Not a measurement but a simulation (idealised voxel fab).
process module | voxel transistor to metal
cross-section cut | 295 nm wide | cells 5 nm
A cross-section is a grid of square cells, given in bands from the top down. A band is one or more rows of cells.
Each band's line starts with the height of the band's top and of its bottom, in nm. Then come its materials from left to right, each with its width in nm. One material with "throughout" fills the band from edge to edge. "air" is empty space.
Height 0 is the level under which the wafer as received is all one material. The lowest band goes on downwards, as in "0 down".
A width such as "30 to 40" changes by the same amount from each row of cells to the next, from the band's top row to its bottom row.
"no change" after a step means that no cell of the cross-section changed.
closed voids: empty space of 8 cells or more with no open way to the top, each as width x height at its distance from the left edge, in nm
after a step's settings: what the simulator itself notes on the step
overlay nm, on a step with a mask: how far to the right of its planned place the mask lay; to the left if negative
plan
1 op RECEIVE | material Si
2 op CONFORMAL_DEP | material SiO2 | thk nm 5
3 op CONFORMAL_DEP | material SiN | thk nm 10
4 op PATTERN | tone cover | mask id ACTIVE | material resist | width nm 110 | pitch nm 140 | thk nm 20 | overlay nm 0
5 op DIRECTIONAL_ETCH | etch materials SiN | depth nm 10
6 op DIRECTIONAL_ETCH | etch materials SiO2 | depth nm 5
7 op DIRECTIONAL_ETCH | etch materials Si | depth nm 35
8 op STRIP | etch materials resist
9 op FILL_DEP | material SiO2 | thk nm 10
10 op CMP | height nm 15
11 op SELECTIVE_ETCH | etch materials SiO2 | depth nm 5
12 op STRIP | etch materials SiN
13 op SELECTIVE_ETCH | etch materials SiO2 | depth nm 5
14 op OXIDIZE | depth nm 5
15 op DIRECTIONAL_DEP | material polySi | thk nm 25
16 op DIRECTIONAL_DEP | material SiCN | thk nm 15
17 op PATTERN | tone cover | mask id GATE | material resist | width nm 30 | pitch nm 140 | thk nm 20 | overlay nm 0
18 op DIRECTIONAL_ETCH | etch materials SiCN | depth nm 25
19 op DIRECTIONAL_ETCH | etch materials polySi | depth nm 35
20 op STRIP | etch materials resist
21 op CONFORMAL_DEP | material SiO2 | thk nm 5
22 op DIRECTIONAL_ETCH | etch materials SiO2 | depth nm 5
23 op CONFORMAL_DEP | material SiN | thk nm 10
24 op DIRECTIONAL_ETCH | etch materials SiN | depth nm 10
25 op DIRECTIONAL_ETCH | etch materials SiO2 | depth nm 5
26 op DIRECTIONAL_ETCH | etch materials Si | depth nm 10
27 op EPI | material nSi | thk nm 10
28 op FILL_DEP | material SiO2 | thk nm 10
29 op CMP | height nm 25
30 op STRIP | etch materials polySi
31 op SELECTIVE_ETCH | etch materials SiO2 | depth nm 5
32 op CONFORMAL_DEP | material HfO2 | thk nm 5
33 op CONFORMAL_DEP | material TiN | thk nm 5
34 op FILL_DEP | material W | thk nm 10
35 op CMP | height nm 20
36 op DIRECTIONAL_DEP | material SiO2 | thk nm 15
37 op PATTERN | tone open | mask id CONTACT | material resist | width nm 15 | thk nm 15 | overlay nm 0
38 op DIRECTIONAL_ETCH | etch materials SiO2 | depth nm 30
39 op STRIP | etch materials resist
40 op CONFORMAL_DEP | material TiN | thk nm 5
41 op FILL_DEP | material W | thk nm 5
42 op CMP | height nm 35
43 op DIRECTIONAL_DEP | material TiN | thk nm 5
44 op DIRECTIONAL_DEP | material W | thk nm 20
45 op DIRECTIONAL_DEP | material aC | thk nm 10
46 op PATTERN | tone cover | mask id METAL_1 | material resist | width nm 15 | thk nm 25 | overlay nm 0
47 op DIRECTIONAL_ETCH | etch materials aC | depth nm 10
48 op STRIP | etch materials resist
49 op DIRECTIONAL_ETCH | etch materials W | depth nm 20
50 op DIRECTIONAL_ETCH | etch materials TiN | depth nm 5
51 op STRIP | etch materials aC
52 op FILL_DEP | material lowk | thk nm 10
53 op CMP | height nm 60
54 op CONFORMAL_DEP | material SiCN | thk nm 5
55 op DIRECTIONAL_DEP | material lowk | thk nm 35
56 op MASKED_ETCH | tone open | mask id METAL_2 | width nm 15 | pitch nm 140 | etch materials lowk | depth nm 20 | overlay nm 0
57 op PATTERN | tone open | mask id METAL_2_HOLES | material resist | width nm 15 | pitch nm 140 | thk nm 20 | overlay nm 0
58 op DIRECTIONAL_ETCH | etch materials lowk | depth nm 15
59 op DIRECTIONAL_ETCH | etch materials SiCN | depth nm 5
60 op STRIP | etch materials resist
61 op CONFORMAL_DEP | material TiN | thk nm 5
62 op FILL_DEP | material Ru | thk nm 5
63 op CMP | height nm 100
64 op CONFORMAL_DEP | material SiCN | thk nm 5
first wafer, as planned
as received, after step 1
  0 down: Si throughout
  closed voids: none
after step 2
  5 to 0: SiO2 throughout
  below 0: unchanged
after step 3
  15 to 5: SiN throughout
  below 5: unchanged
after step 4
  35 to 15: air 20 | resist 110 | air 30 | resist 110 | air 25
  below 15: unchanged
after step 5
  35 to 15: air 20 | resist 110 | air 30 | resist 110 | air 25
  15 to 5: air 20 | SiN 110 | air 30 | SiN 110 | air 25
  below 5: unchanged
after step 6
  35 to 15: air 20 | resist 110 | air 30 | resist 110 | air 25
  15 to 5: air 20 | SiN 110 | air 30 | SiN 110 | air 25
  5 to 0: air 20 | SiO2 110 | air 30 | SiO2 110 | air 25
  below 0: unchanged
after step 7
  35 to 15: air 20 | resist 110 | air 30 | resist 110 | air 25
  15 to 5: air 20 | SiN 110 | air 30 | SiN 110 | air 25
  5 to 0: air 20 | SiO2 110 | air 30 | SiO2 110 | air 25
  0 to -35: air 20 | Si 110 | air 30 | Si 110 | air 25
  below -35: unchanged
after step 8
  15 to 5: air 20 | SiN 110 | air 30 | SiN 110 | air 25
  below 5: unchanged
after step 9
  25 to 15: SiO2 throughout
  15 to 5: SiO2 20 | SiN 110 | SiO2 30 | SiN 110 | SiO2 25
  5 to 0: SiO2 throughout
  0 to -35: SiO2 20 | Si 110 | SiO2 30 | Si 110 | SiO2 25
  below -35: unchanged
after step 10
  15 to 5: SiO2 20 | SiN 110 | SiO2 30 | SiN 110 | SiO2 25
  below 5: unchanged
after step 11
  15 to 10: air 20 | SiN 110 | air 30 | SiN 110 | air 25
  below 10: unchanged
after step 12
  10 to 5: SiO2 20 | air 110 | SiO2 30 | air 110 | SiO2 25
  below 5: unchanged
after step 13
  5 to 0: SiO2 15 | air 120 | SiO2 20 | air 120 | SiO2 20
  below 0: unchanged
after step 14
  5 to 0: SiO2 15 | air 120 | SiO2 20 | air 120 | SiO2 20
  0 to -5: SiO2 throughout
  below -5: unchanged
after step 15
  30 to 25: polySi 15 | air 120 | polySi 20 | air 120 | polySi 20
  25 to 5: polySi throughout
  5 to 0: SiO2 15 | polySi 120 | SiO2 20 | polySi 120 | SiO2 20
  below 0: unchanged
after step 16
  45 to 40: SiCN 15 | air 120 | SiCN 20 | air 120 | SiCN 20
  40 to 30: SiCN throughout
  30 to 25: polySi 15 | SiCN 120 | polySi 20 | SiCN 120 | polySi 20
  below 25: unchanged
after step 17
  65 to 45: air 60 | resist 30 | air 110 | resist 30 | air 65
  45 to 40: SiCN 15 | air 45 | resist 30 | air 45 | SiCN 20 | air 45 | resist 30 | air 45 | SiCN 20
  below 40: unchanged
after step 18
  65 to 40: air 60 | resist 30 | air 110 | resist 30 | air 65
  40 to 30: air 60 | SiCN 30 | air 110 | SiCN 30 | air 65
  30 to 25: polySi 15 | air 45 | SiCN 30 | air 45 | polySi 20 | air 45 | SiCN 30 | air 45 | polySi 20
  below 25: unchanged
after step 19
  65 to 40: air 60 | resist 30 | air 110 | resist 30 | air 65
  40 to 25: air 60 | SiCN 30 | air 110 | SiCN 30 | air 65
  25 to 5: air 60 | polySi 30 | air 110 | polySi 30 | air 65
  5 to 0: SiO2 15 | air 45 | polySi 30 | air 45 | SiO2 20 | air 45 | polySi 30 | air 45 | SiO2 20
  below 0: unchanged
after step 20
  40 to 25: air 60 | SiCN 30 | air 110 | SiCN 30 | air 65
  below 25: unchanged
after step 21
  45 to 40: air 55 | SiO2 40 | air 100 | SiO2 40 | air 60
  40 to 25: air 55 | SiO2 5 | SiCN 30 | SiO2 5 | air 100 | SiO2 5 | SiCN 30 | SiO2 5 | air 60
  25 to 10: air 55 | SiO2 5 | polySi 30 | SiO2 5 | air 100 | SiO2 5 | polySi 30 | SiO2 5 | air 60
  10 to 5: SiO2 20 | air 35 | SiO2 5 | polySi 30 | SiO2 5 | air 35 | SiO2 30 | air 35 | SiO2 5 | polySi 30 | SiO2 5 | air 35 | SiO2 25
  5 to 0: SiO2 60 | polySi 30 | SiO2 110 | polySi 30 | SiO2 65
  below 0: unchanged
after step 22
  40 to 25: air 55 | SiO2 5 | SiCN 30 | SiO2 5 | air 100 | SiO2 5 | SiCN 30 | SiO2 5 | air 60
  25 to 5: air 55 | SiO2 5 | polySi 30 | SiO2 5 | air 100 | SiO2 5 | polySi 30 | SiO2 5 | air 60
  5 to 0: SiO2 20 | air 35 | SiO2 5 | polySi 30 | SiO2 5 | air 35 | SiO2 30 | air 35 | SiO2 5 | polySi 30 | SiO2 5 | air 35 | SiO2 25
  below 0: unchanged
after step 23
  50 to 40: air 45 | SiN 60 | air 80 | SiN 60 | air 50
  40 to 25: air 45 | SiN 10 | SiO2 5 | SiCN 30 | SiO2 5 | SiN 10 | air 80 | SiN 10 | SiO2 5 | SiCN 30 | SiO2 5 | SiN 10 | air 50
  25 to 15: air 45 | SiN 10 | SiO2 5 | polySi 30 | SiO2 5 | SiN 10 | air 80 | SiN 10 | SiO2 5 | polySi 30 | SiO2 5 | SiN 10 | air 50
  15 to 10: SiN 30 | air 15 | SiN 10 | SiO2 5 | polySi 30 | SiO2 5 | SiN 10 | air 15 | SiN 50 | air 15 | SiN 10 | SiO2 5 | polySi 30 | SiO2 5 | SiN 10 | air 15 | SiN 35
  10 to 5: SiN 55 | SiO2 5 | polySi 30 | SiO2 5 | SiN 100 | SiO2 5 | polySi 30 | SiO2 5 | SiN 60
  5 to 0: SiO2 20 | SiN 35 | SiO2 5 | polySi 30 | SiO2 5 | SiN 35 | SiO2 30 | SiN 35 | SiO2 5 | polySi 30 | SiO2 5 | SiN 35 | SiO2 25
  below 0: unchanged
after step 24
  40 to 25: air 45 | SiN 10 | SiO2 5 | SiCN 30 | SiO2 5 | SiN 10 | air 80 | SiN 10 | SiO2 5 | SiCN 30 | SiO2 5 | SiN 10 | air 50
  25 to 5: air 45 | SiN 10 | SiO2 5 | polySi 30 | SiO2 5 | SiN 10 | air 80 | SiN 10 | SiO2 5 | polySi 30 | SiO2 5 | SiN 10 | air 50
  5 to 0: SiO2 20 | SiN 10 | air 15 | SiN 10 | SiO2 5 | polySi 30 | SiO2 5 | SiN 10 | air 15 | SiN 10 | SiO2 30 | SiN 10 | air 15 | SiN 10 | SiO2 5 | polySi 30 | SiO2 5 | SiN 10 | air 15 | SiN 10 | SiO2 25
  below 0: unchanged
after step 25
  40 to 35: air 45 | SiN 10 | air 5 | SiCN 30 | air 5 | SiN 10 | air 80 | SiN 10 | air 5 | SiCN 30 | air 5 | SiN 10 | air 50
  35 to 25: air 45 | SiN 10 | SiO2 5 | SiCN 30 | SiO2 5 | SiN 10 | air 80 | SiN 10 | SiO2 5 | SiCN 30 | SiO2 5 | SiN 10 | air 50
  25 to 5: air 45 | SiN 10 | SiO2 5 | polySi 30 | SiO2 5 | SiN 10 | air 80 | SiN 10 | SiO2 5 | polySi 30 | SiO2 5 | SiN 10 | air 50
  5 to 0: air 20 | SiN 10 | air 15 | SiN 10 | SiO2 5 | polySi 30 | SiO2 5 | SiN 10 | air 15 | SiN 10 | air 30 | SiN 10 | air 15 | SiN 10 | SiO2 5 | polySi 30 | SiO2 5 | SiN 10 | air 15 | SiN 10 | air 25
  0 to -5: SiO2 30 | air 15 | SiO2 60 | air 15 | SiO2 50 | air 15 | SiO2 60 | air 15 | SiO2 35
  below -5: unchanged
after step 26
  40 to 35: air 45 | SiN 10 | air 5 | SiCN 30 | air 5 | SiN 10 | air 80 | SiN 10 | air 5 | SiCN 30 | air 5 | SiN 10 | air 50
  35 to 25: air 45 | SiN 10 | SiO2 5 | SiCN 30 | SiO2 5 | SiN 10 | air 80 | SiN 10 | SiO2 5 | SiCN 30 | SiO2 5 | SiN 10 | air 50
  25 to 5: air 45 | SiN 10 | SiO2 5 | polySi 30 | SiO2 5 | SiN 10 | air 80 | SiN 10 | SiO2 5 | polySi 30 | SiO2 5 | SiN 10 | air 50
  5 to 0: air 20 | SiN 10 | air 15 | SiN 10 | SiO2 5 | polySi 30 | SiO2 5 | SiN 10 | air 15 | SiN 10 | air 30 | SiN 10 | air 15 | SiN 10 | SiO2 5 | polySi 30 | SiO2 5 | SiN 10 | air 15 | SiN 10 | air 25
  0 to -5: SiO2 30 | air 15 | SiO2 60 | air 15 | SiO2 50 | air 15 | SiO2 60 | air 15 | SiO2 35
  -5 to -15: SiO2 20 | Si 10 | air 15 | Si 60 | air 15 | Si 10 | SiO2 30 | Si 10 | air 15 | Si 60 | air 15 | Si 10 | SiO2 25
  below -15: unchanged
after step 27
  40 to 35: air 45 | SiN 10 | air 5 | SiCN 30 | air 5 | SiN 10 | air 80 | SiN 10 | air 5 | SiCN 30 | air 5 | SiN 10 | air 50
  35 to 25: air 45 | SiN 10 | SiO2 5 | SiCN 30 | SiO2 5 | SiN 10 | air 80 | SiN 10 | SiO2 5 | SiCN 30 | SiO2 5 | SiN 10 | air 50
  25 to 5: air 45 | SiN 10 | SiO2 5 | polySi 30 | SiO2 5 | SiN 10 | air 80 | SiN 10 | SiO2 5 | polySi 30 | SiO2 5 | SiN 10 | air 50
  5 to 0: air 20 | SiN 10 | nSi 15 | SiN 10 | SiO2 5 | polySi 30 | SiO2 5 | SiN 10 | nSi 15 | SiN 10 | air 30 | SiN 10 | nSi 15 | SiN 10 | SiO2 5 | polySi 30 | SiO2 5 | SiN 10 | nSi 15 | SiN 10 | air 25
  0 to -5: SiO2 30 | nSi 15 | SiO2 60 | nSi 15 | SiO2 50 | nSi 15 | SiO2 60 | nSi 15 | SiO2 35
  -5 to -15: SiO2 20 | Si 10 | nSi 15 | Si 60 | nSi 15 | Si 10 | SiO2 30 | Si 10 | nSi 15 | Si 60 | nSi 15 | Si 10 | SiO2 25
  below -15: unchanged
after step 28
  50 to 40: SiO2 throughout
  40 to 25: SiO2 45 | SiN 10 | SiO2 5 | SiCN 30 | SiO2 5 | SiN 10 | SiO2 80 | SiN 10 | SiO2 5 | SiCN 30 | SiO2 5 | SiN 10 | SiO2 50
  25 to 5: SiO2 45 | SiN 10 | SiO2 5 | polySi 30 | SiO2 5 | SiN 10 | SiO2 80 | SiN 10 | SiO2 5 | polySi 30 | SiO2 5 | SiN 10 | SiO2 50
  5 to 0: SiO2 20 | SiN 10 | nSi 15 | SiN 10 | SiO2 5 | polySi 30 | SiO2 5 | SiN 10 | nSi 15 | SiN 10 | SiO2 30 | SiN 10 | nSi 15 | SiN 10 | SiO2 5 | polySi 30 | SiO2 5 | SiN 10 | nSi 15 | SiN 10 | SiO2 25
  below 0: unchanged
after step 29
  25 to 5: SiO2 45 | SiN 10 | SiO2 5 | polySi 30 | SiO2 5 | SiN 10 | SiO2 80 | SiN 10 | SiO2 5 | polySi 30 | SiO2 5 | SiN 10 | SiO2 50
  below 5: unchanged
after step 30
  25 to 5: SiO2 45 | SiN 10 | SiO2 5 | air 30 | SiO2 5 | SiN 10 | SiO2 80 | SiN 10 | SiO2 5 | air 30 | SiO2 5 | SiN 10 | SiO2 50
  5 to 0: SiO2 20 | SiN 10 | nSi 15 | SiN 10 | SiO2 5 | air 30 | SiO2 5 | SiN 10 | nSi 15 | SiN 10 | SiO2 30 | SiN 10 | nSi 15 | SiN 10 | SiO2 5 | air 30 | SiO2 5 | SiN 10 | nSi 15 | SiN 10 | SiO2 25
  below 0: unchanged
after step 31
  25 to 20: air 45 | SiN 10 | air 40 | SiN 10 | air 80 | SiN 10 | air 40 | SiN 10 | air 50
  20 to 5: SiO2 45 | SiN 10 | air 40 | SiN 10 | SiO2 80 | SiN 10 | air 40 | SiN 10 | SiO2 50
  5 to 0: SiO2 20 | SiN 10 | nSi 15 | SiN 10 | air 40 | SiN 10 | nSi 15 | SiN 10 | SiO2 30 | SiN 10 | nSi 15 | SiN 10 | air 40 | SiN 10 | nSi 15 | SiN 10 | SiO2 25
  0 to -5: SiO2 30 | nSi 15 | SiO2 10 | air 40 | SiO2 10 | nSi 15 | SiO2 50 | nSi 15 | SiO2 10 | air 40 | SiO2 10 | nSi 15 | SiO2 35
  below -5: unchanged
after step 32
  30 to 25: air 40 | HfO2 20 | air 30 | HfO2 20 | air 70 | HfO2 20 | air 30 | HfO2 20 | air 45
  25 to 20: HfO2 45 | SiN 10 | HfO2 5 | air 30 | HfO2 5 | SiN 10 | HfO2 80 | SiN 10 | HfO2 5 | air 30 | HfO2 5 | SiN 10 | HfO2 50
  20 to 5: SiO2 45 | SiN 10 | HfO2 5 | air 30 | HfO2 5 | SiN 10 | SiO2 80 | SiN 10 | HfO2 5 | air 30 | HfO2 5 | SiN 10 | SiO2 50
  5 to 0: SiO2 20 | SiN 10 | nSi 15 | SiN 10 | HfO2 5 | air 30 | HfO2 5 | SiN 10 | nSi 15 | SiN 10 | SiO2 30 | SiN 10 | nSi 15 | SiN 10 | HfO2 5 | air 30 | HfO2 5 | SiN 10 | nSi 15 | SiN 10 | SiO2 25
  0 to -5: SiO2 30 | nSi 15 | SiO2 10 | HfO2 40 | SiO2 10 | nSi 15 | SiO2 50 | nSi 15 | SiO2 10 | HfO2 40 | SiO2 10 | nSi 15 | SiO2 35
  below -5: unchanged
after step 33
  35 to 30: air 35 | TiN 30 | air 20 | TiN 30 | air 60 | TiN 30 | air 20 | TiN 30 | air 40
  30 to 25: TiN 40 | HfO2 20 | TiN 5 | air 20 | TiN 5 | HfO2 20 | TiN 70 | HfO2 20 | TiN 5 | air 20 | TiN 5 | HfO2 20 | TiN 45
  25 to 20: HfO2 45 | SiN 10 | HfO2 5 | TiN 5 | air 20 | TiN 5 | HfO2 5 | SiN 10 | HfO2 80 | SiN 10 | HfO2 5 | TiN 5 | air 20 | TiN 5 | HfO2 5 | SiN 10 | HfO2 50
  20 to 5: SiO2 45 | SiN 10 | HfO2 5 | TiN 5 | air 20 | TiN 5 | HfO2 5 | SiN 10 | SiO2 80 | SiN 10 | HfO2 5 | TiN 5 | air 20 | TiN 5 | HfO2 5 | SiN 10 | SiO2 50
  5 to 0: SiO2 20 | SiN 10 | nSi 15 | SiN 10 | HfO2 5 | TiN 30 | HfO2 5 | SiN 10 | nSi 15 | SiN 10 | SiO2 30 | SiN 10 | nSi 15 | SiN 10 | HfO2 5 | TiN 30 | HfO2 5 | SiN 10 | nSi 15 | SiN 10 | SiO2 25
  below 0: unchanged
after step 34
  45 to 35: W throughout
  35 to 30: W 35 | TiN 30 | W 20 | TiN 30 | W 60 | TiN 30 | W 20 | TiN 30 | W 40
  30 to 25: TiN 40 | HfO2 20 | TiN 5 | W 20 | TiN 5 | HfO2 20 | TiN 70 | HfO2 20 | TiN 5 | W 20 | TiN 5 | HfO2 20 | TiN 45
  25 to 20: HfO2 45 | SiN 10 | HfO2 5 | TiN 5 | W 20 | TiN 5 | HfO2 5 | SiN 10 | HfO2 80 | SiN 10 | HfO2 5 | TiN 5 | W 20 | TiN 5 | HfO2 5 | SiN 10 | HfO2 50
  20 to 5: SiO2 45 | SiN 10 | HfO2 5 | TiN 5 | W 20 | TiN 5 | HfO2 5 | SiN 10 | SiO2 80 | SiN 10 | HfO2 5 | TiN 5 | W 20 | TiN 5 | HfO2 5 | SiN 10 | SiO2 50
  below 5: unchanged
after step 35
  20 to 5: SiO2 45 | SiN 10 | HfO2 5 | TiN 5 | W 20 | TiN 5 | HfO2 5 | SiN 10 | SiO2 80 | SiN 10 | HfO2 5 | TiN 5 | W 20 | TiN 5 | HfO2 5 | SiN 10 | SiO2 50
  below 5: unchanged
after step 36
  35 to 20: SiO2 throughout
  below 20: unchanged
after step 37
  50 to 35: resist 25 | air 15 | resist 70 | air 15 | resist 40 | air 15 | resist 70 | air 15 | resist 30
  below 35: unchanged
after step 38
  50 to 35: resist 25 | air 15 | resist 70 | air 15 | resist 40 | air 15 | resist 70 | air 15 | resist 30
  35 to 20: SiO2 25 | air 15 | SiO2 70 | air 15 | SiO2 40 | air 15 | SiO2 70 | air 15 | SiO2 30
  20 to 5: SiO2 25 | air 15 | SiO2 5 | SiN 10 | HfO2 5 | TiN 5 | W 20 | TiN 5 | HfO2 5 | SiN 10 | SiO2 5 | air 15 | SiO2 40 | air 15 | SiO2 5 | SiN 10 | HfO2 5 | TiN 5 | W 20 | TiN 5 | HfO2 5 | SiN 10 | SiO2 5 | air 15 | SiO2 30
  below 5: unchanged
after step 39
  35 to 20: SiO2 25 | air 15 | SiO2 70 | air 15 | SiO2 40 | air 15 | SiO2 70 | air 15 | SiO2 30
  below 20: unchanged
after step 40
  40 to 35: TiN 30 | air 5 | TiN 80 | air 5 | TiN 50 | air 5 | TiN 80 | air 5 | TiN 35
  35 to 20: SiO2 25 | TiN 5 | air 5 | TiN 5 | SiO2 70 | TiN 5 | air 5 | TiN 5 | SiO2 40 | TiN 5 | air 5 | TiN 5 | SiO2 70 | TiN 5 | air 5 | TiN 5 | SiO2 30
  20 to 10: SiO2 25 | TiN 5 | air 5 | TiN 5 | SiO2 5 | SiN 10 | HfO2 5 | TiN 5 | W 20 | TiN 5 | HfO2 5 | SiN 10 | SiO2 5 | TiN 5 | air 5 | TiN 5 | SiO2 40 | TiN 5 | air 5 | TiN 5 | SiO2 5 | SiN 10 | HfO2 5 | TiN 5 | W 20 | TiN 5 | HfO2 5 | SiN 10 | SiO2 5 | TiN 5 | air 5 | TiN 5 | SiO2 30
  10 to 5: SiO2 25 | TiN 15 | SiO2 5 | SiN 10 | HfO2 5 | TiN 5 | W 20 | TiN 5 | HfO2 5 | SiN 10 | SiO2 5 | TiN 15 | SiO2 40 | TiN 15 | SiO2 5 | SiN 10 | HfO2 5 | TiN 5 | W 20 | TiN 5 | HfO2 5 | SiN 10 | SiO2 5 | TiN 15 | SiO2 30
  below 5: unchanged
after step 41
  45 to 40: W throughout
  40 to 35: TiN 30 | W 5 | TiN 80 | W 5 | TiN 50 | W 5 | TiN 80 | W 5 | TiN 35
  35 to 20: SiO2 25 | TiN 5 | W 5 | TiN 5 | SiO2 70 | TiN 5 | W 5 | TiN 5 | SiO2 40 | TiN 5 | W 5 | TiN 5 | SiO2 70 | TiN 5 | W 5 | TiN 5 | SiO2 30
  20 to 10: SiO2 25 | TiN 5 | W 5 | TiN 5 | SiO2 5 | SiN 10 | HfO2 5 | TiN 5 | W 20 | TiN 5 | HfO2 5 | SiN 10 | SiO2 5 | TiN 5 | W 5 | TiN 5 | SiO2 40 | TiN 5 | W 5 | TiN 5 | SiO2 5 | SiN 10 | HfO2 5 | TiN 5 | W 20 | TiN 5 | HfO2 5 | SiN 10 | SiO2 5 | TiN 5 | W 5 | TiN 5 | SiO2 30
  below 10: unchanged
after step 42
  35 to 20: SiO2 25 | TiN 5 | W 5 | TiN 5 | SiO2 70 | TiN 5 | W 5 | TiN 5 | SiO2 40 | TiN 5 | W 5 | TiN 5 | SiO2 70 | TiN 5 | W 5 | TiN 5 | SiO2 30
  below 20: unchanged
after step 43
  40 to 35: TiN throughout
  below 35: unchanged
after step 44
  60 to 40: W throughout
  below 40: unchanged
after step 45
  70 to 60: aC throughout
  below 60: unchanged
after step 46
  95 to 70: air 25 | resist 15 | air 70 | resist 15 | air 40 | resist 15 | air 70 | resist 15 | air 30
  below 70: unchanged
after step 47
  85 to 70: air 25 | resist 15 | air 70 | resist 15 | air 40 | resist 15 | air 70 | resist 15 | air 30
  70 to 60: air 25 | aC 15 | air 70 | aC 15 | air 40 | aC 15 | air 70 | aC 15 | air 30
  below 60: unchanged
after step 48
  70 to 60: air 25 | aC 15 | air 70 | aC 15 | air 40 | aC 15 | air 70 | aC 15 | air 30
  below 60: unchanged
after step 49
  70 to 60: air 25 | aC 15 | air 70 | aC 15 | air 40 | aC 15 | air 70 | aC 15 | air 30
  60 to 40: air 25 | W 15 | air 70 | W 15 | air 40 | W 15 | air 70 | W 15 | air 30
  below 40: unchanged
after step 50
  70 to 60: air 25 | aC 15 | air 70 | aC 15 | air 40 | aC 15 | air 70 | aC 15 | air 30
  60 to 40: air 25 | W 15 | air 70 | W 15 | air 40 | W 15 | air 70 | W 15 | air 30
  40 to 35: air 25 | TiN 15 | air 70 | TiN 15 | air 40 | TiN 15 | air 70 | TiN 15 | air 30
  below 35: unchanged
after step 51
  60 to 40: air 25 | W 15 | air 70 | W 15 | air 40 | W 15 | air 70 | W 15 | air 30
  below 40: unchanged
after step 52
  70 to 60: lowk throughout
  60 to 40: lowk 25 | W 15 | lowk 70 | W 15 | lowk 40 | W 15 | lowk 70 | W 15 | lowk 30
  40 to 35: lowk 25 | TiN 15 | lowk 70 | TiN 15 | lowk 40 | TiN 15 | lowk 70 | TiN 15 | lowk 30
  below 35: unchanged
after step 53
  60 to 40: lowk 25 | W 15 | lowk 70 | W 15 | lowk 40 | W 15 | lowk 70 | W 15 | lowk 30
  below 40: unchanged
after step 54
  65 to 60: SiCN throughout
  below 60: unchanged
after step 55
  100 to 65: lowk throughout
  below 65: unchanged
after step 56
  100 to 80: lowk 25 | air 15 | lowk 125 | air 15 | lowk 115
  below 80: unchanged
after step 57
  120 to 100: resist 25 | air 15 | resist 125 | air 15 | resist 115
  below 100: unchanged
after step 58
  120 to 100: resist 25 | air 15 | resist 125 | air 15 | resist 115
  100 to 65: lowk 25 | air 15 | lowk 125 | air 15 | lowk 115
  below 65: unchanged
after step 59
  120 to 100: resist 25 | air 15 | resist 125 | air 15 | resist 115
  100 to 65: lowk 25 | air 15 | lowk 125 | air 15 | lowk 115
  65 to 60: SiCN 25 | air 15 | SiCN 125 | air 15 | SiCN 115
  below 60: unchanged
after step 60
  100 to 65: lowk 25 | air 15 | lowk 125 | air 15 | lowk 115
  below 65: unchanged
after step 61
  105 to 100: TiN 30 | air 5 | TiN 135 | air 5 | TiN 120
  100 to 65: lowk 25 | TiN 5 | air 5 | TiN 5 | lowk 125 | TiN 5 | air 5 | TiN 5 | lowk 115
  65 to 60: SiCN 25 | TiN 15 | SiCN 125 | TiN 15 | SiCN 115
  below 60: unchanged
after step 62
  110 to 105: Ru throughout
  105 to 100: TiN 30 | Ru 5 | TiN 135 | Ru 5 | TiN 120
  100 to 65: lowk 25 | TiN 5 | Ru 5 | TiN 5 | lowk 125 | TiN 5 | Ru 5 | TiN 5 | lowk 115
  below 65: unchanged
after step 63
  100 to 65: lowk 25 | TiN 5 | Ru 5 | TiN 5 | lowk 125 | TiN 5 | Ru 5 | TiN 5 | lowk 115
  below 65: unchanged
after step 64
  105 to 100: SiCN throughout
  below 100: unchanged
second wafer: like start, like plan, one mistake. Through step 55 it matches the first wafer
when step 56 should have ended
  100 to 80: lowk 20 | air 25 | lowk 115 | air 25 | lowk 110
  below 80: unchanged
when step 57 should have ended
  120 to 100: resist 25 | air 15 | resist 125 | air 15 | resist 115
  100 to 80: lowk 20 | resist 5 | air 15 | resist 5 | lowk 115 | resist 5 | air 15 | resist 5 | lowk 110
  below 80: unchanged
when step 58 should have ended
  120 to 100: resist 25 | air 15 | resist 125 | air 15 | resist 115
  100 to 80: lowk 20 | resist 5 | air 15 | resist 5 | lowk 115 | resist 5 | air 15 | resist 5 | lowk 110
  80 to 65: lowk 25 | air 15 | lowk 125 | air 15 | lowk 115
  below 65: unchanged
when step 59 should have ended
  120 to 100: resist 25 | air 15 | resist 125 | air 15 | resist 115
  100 to 80: lowk 20 | resist 5 | air 15 | resist 5 | lowk 115 | resist 5 | air 15 | resist 5 | lowk 110
  80 to 65: lowk 25 | air 15 | lowk 125 | air 15 | lowk 115
  65 to 60: SiCN 25 | air 15 | SiCN 125 | air 15 | SiCN 115
  below 60: unchanged
when step 60 should have ended
  100 to 80: lowk 20 | air 25 | lowk 115 | air 25 | lowk 110
  below 80: unchanged
when step 61 should have ended
  105 to 100: TiN 25 | air 15 | TiN 125 | air 15 | TiN 115
  100 to 85: lowk 20 | TiN 5 | air 15 | TiN 5 | lowk 115 | TiN 5 | air 15 | TiN 5 | lowk 110
  85 to 80: lowk 20 | TiN 10 | air 5 | TiN 10 | lowk 115 | TiN 10 | air 5 | TiN 10 | lowk 110
  80 to 65: lowk 25 | TiN 5 | air 5 | TiN 5 | lowk 125 | TiN 5 | air 5 | TiN 5 | lowk 115
  65 to 60: SiCN 25 | TiN 15 | SiCN 125 | TiN 15 | SiCN 115
  below 60: unchanged
when step 62 should have ended
  110 to 105: Ru throughout
  105 to 100: TiN 25 | Ru 15 | TiN 125 | Ru 15 | TiN 115
  100 to 85: lowk 20 | TiN 5 | Ru 15 | TiN 5 | lowk 115 | TiN 5 | Ru 15 | TiN 5 | lowk 110
  85 to 80: lowk 20 | TiN 10 | Ru 5 | TiN 10 | lowk 115 | TiN 10 | Ru 5 | TiN 10 | lowk 110
  80 to 65: lowk 25 | TiN 5 | Ru 5 | TiN 5 | lowk 125 | TiN 5 | Ru 5 | TiN 5 | lowk 115
  below 65: unchanged
when step 63 should have ended
  100 to 85: lowk 20 | TiN 5 | Ru 15 | TiN 5 | lowk 115 | TiN 5 | Ru 15 | TiN 5 | lowk 110
  below 85: unchanged
when step 64 should have ended
  105 to 100: SiCN throughout
  below 100: unchanged
what went wrong: step 56 ran as: op MASKED_ETCH | tone open | mask id METAL_2 | width nm 25 | pitch nm 140 | etch materials lowk | depth nm 20 | overlay nm 0
at the end the second wafer has, in cells: 12 more of Ru | 4 more of TiN | 16 fewer of lowk
